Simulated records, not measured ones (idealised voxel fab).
This is a process module. Its name is voxel trench capacitor.
Section cut is 230 nm wide and gridded with 5 nm square cells.
Cross-section, as written here: a square-cell grid given band by band from the top down, where a band holds one or more rows of cells.
In this notation a band is specified by the heights of its top and bottom, in that order and in nm, after which its materials appear from left to right, each paired with its width in nm. The word "all across" attached to a single material means that material fills the band from edge to edge; the word "blank" stands for empty space.
The level at which height equals 0 is the one under which the wafer, as it arrives, is entirely one material. No lower edge exists for the bottom band, which continues downward and is notated as in "top 0, no bottom".
A width given as "30 to 40" starts at the first number in the band's top row and ends at the second number in its bottom row, shifting by an equal amount at every step from row to row.
Step marked "no alteration"? Then no cell in the cross-section changed in it.
Under "Fully sealed cavities" you'll find the enclosed gaps, the ones with no way out to the top, that are 8 cells or bigger; each reads width x height at distance, with distance counted from the left edge, everything in nm.
On each step's line, the part that comes after the settings is the simulator's own comment on the step.
overlay nm: mask right of planned place by this much (step with mask). Neg. = left.
-- The planned process steps are enumerated hereunder
1) RECEIVE [material Si]
2) CONFORMAL_DEP [material SiN] [thk nm 10]
3) PATTERN [tone open] [mask id TRENCH] [material resist] [width nm 25] [pitch nm 55] [thk nm 15] [overlay nm 0]
4) DIRECTIONAL_ETCH [etch materials SiN] [depth nm 10]
5) DIRECTIONAL_ETCH [etch materials Si] [depth nm 30]
6) STRIP [etch materials resist]
7) CONFORMAL_DEP [material Al2O3] [thk nm 5]
8) FILL_DEP [material polySi] [thk nm 10]
9) CMP [height nm 10]
-- Wafer as received: cross-section following step 1
- top 0, no bottom | Si all across
- Fully sealed cavities: none
-- First of two wafers at the end of the module, shown in cross-section; run carried out as planned
- top 10, bottom 0 | 45 of SiN, 5 of Al2O3, 15 of polySi, 5 of Al2O3, 30 of SiN, 5 of Al2O3, 15 of polySi, 5 of Al2O3, 30 of SiN, 5 of Al2O3, 15 of polySi, 5 of Al2O3, 50 of SiN
- top 0, bottom -25 | 45 of Si, 5 of Al2O3, 15 of polySi, 5 of Al2O3, 30 of Si, 5 of Al2O3, 15 of polySi, 5 of Al2O3, 30 of Si, 5 of Al2O3, 15 of polySi, 5 of Al2O3, 50 of Si
- top -25, bottom -30 | 45 of Si, 25 of Al2O3, 30 of Si, 25 of Al2O3, 30 of Si, 25 of Al2O3, 50 of Si
- top -30, no bottom | Si all across
- Fully sealed cavities: none
-- End of module, second wafer, cross-section. Started like the first, planned like the first, run with one mistake
- top 25, bottom 15 | polySi all across
- top 15, bottom 10 | 50 of Al2O3, 15 of polySi, 40 of Al2O3, 15 of polySi, 40 of Al2O3, 15 of polySi, 55 of Al2O3
- top 10, bottom 0 | 45 of SiN, 5 of Al2O3, 15 of polySi, 5 of Al2O3, 30 of SiN, 5 of Al2O3, 15 of polySi, 5 of Al2O3, 30 of SiN, 5 of Al2O3, 15 of polySi, 5 of Al2O3, 50 of SiN
- top 0, bottom -25 | 45 of Si, 5 of Al2O3, 15 of polySi, 5 of Al2O3, 30 of Si, 5 of Al2O3, 15 of polySi, 5 of Al2O3, 30 of Si, 5 of Al2O3, 15 of polySi, 5 of Al2O3, 50 of Si
- top -25, bottom -30 | 45 of Si, 25 of Al2O3, 30 of Si, 25 of Al2O3, 30 of Si, 25 of Al2O3, 50 of Si
- top -30, no bottom | Si all across
- Fully sealed cavities: none
Where did the run depart from the plan? it should be noted that step 9 of the plan was omitted and was not performed
At the finish, the second wafer shows more or fewer cells for some materials than the first does: Al2O3 +37; polySi +101
